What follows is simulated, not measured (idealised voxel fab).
Presented below is a process module, voxel plated lines.
Pictured: cross-section cut, 240 nm wide, on a grid of 5 nm square cells.
We lay out every cross-section as a grid of square cells and spell it out in bands from the top down, where one band means one or more rows of cells.
Band: top height; bottom height; in nm. Then, left to right: material with width in nm, for each material. "throughout": a single material spanning edge to edge. "empty": empty space.
Heights from 0 (as-received wafer is one material below). Bottom band endless downward, as "z 0 and below".
Per-row width for "30->40": begins at first number (top row of band), ends at second number (bottom row), increment between rows held constant.
Where a step carries "everything unchanged", the cross-section came out of it unchanged, cell for cell.
"Enclosed cavity list" means: voids of 8 cells or more that are shut off from the top with no open way through. Written width x height at distance, distance from the left edge, in nm.
Text after the settings on a step's line: the simulator's own remark on that step.
"overlay nm" on a masked step: distance the mask lay right of its planned place, negative for left.

### Below is the list of planned process steps
1,RECEIVE with material Si
2,CONFORMAL_DEP with material Al2O3, thk nm 5
3,DIRECTIONAL_DEP with material TiN, thk nm 5
4,PATTERN with tone open, mask id LINES, material resist, width nm 20, pitch nm 50, thk nm 40, overlay nm 0
5,EPI with material Ru, thk nm 10
6,EPI with material Ru, thk nm 10
7,EPI with material Ru, thk nm 5
8,STRIP with etch materials resist
9,DIRECTIONAL_ETCH with etch materials TiN, depth nm 5
10,CONFORMAL_DEP with material SiO2, thk nm 10

### Delivered wafer in cross-section: state after step 1
> z 0 and below: Si throughout
> Enclosed cavity list: none

### First of two wafers at the end of the module, shown in cross-section; run carried out as planned
> z 45 to 35: empty 25, then SiO2 40, then empty 10, then SiO2 40, then empty 10, then SiO2 40, then empty 10, then SiO2 40, then empty 25
> z 35 to 15: empty 25, then SiO2 10, then Ru 20, then SiO2 10, then empty 10, then SiO2 10, then Ru 20, then SiO2 10, then empty 10, then SiO2 10, then Ru 20, then SiO2 10, then empty 10, then SiO2 10, then Ru 20, then SiO2 10, then empty 25
> z 15 to 10: SiO2 35, then Ru 20, then SiO2 30, then Ru 20, then SiO2 30, then Ru 20, then SiO2 30, then Ru 20, then SiO2 35
> z 10 to 5: SiO2 35, then TiN 20, then SiO2 30, then TiN 20, then SiO2 30, then TiN 20, then SiO2 30, then TiN 20, then SiO2 35
> z 5 to 0: Al2O3 throughout
> z 0 and below: Si throughout
> Enclosed cavity list: none

### The second wafer, shown in cross-section after the module: started the same way as the first and given the same plan, yet one mistake crept into how it was run
> z 40 to 35: empty 30, then SiO2 30, then empty 20, then SiO2 30, then empty 20, then SiO2 30, then empty 20, then SiO2 30, then empty 30
> z 35 to 10: empty 30, then SiO2 5, then Ru 20, then SiO2 5, then empty 20, then SiO2 5, then Ru 20, then SiO2 5, then empty 20, then SiO2 5, then Ru 20, then SiO2 5, then empty 20, then SiO2 5, then Ru 20, then SiO2 5, then empty 30
> z 10 to 5: SiO2 35, then TiN 20, then SiO2 30, then TiN 20, then SiO2 30, then TiN 20, then SiO2 30, then TiN 20, then SiO2 35
> z 5 to 0: Al2O3 throughout
> z 0 and below: Si throughout
> Enclosed cavity list: none
Heads up, the wafer didn't run the way we planned it: the process deviated at step 10: the operation and settings actually run there were CONFORMAL_DEP with material SiO2, thk nm 5
Per the end-of-run cell counts, the second wafer holds more or fewer of some materials than the first: SiO2 -96
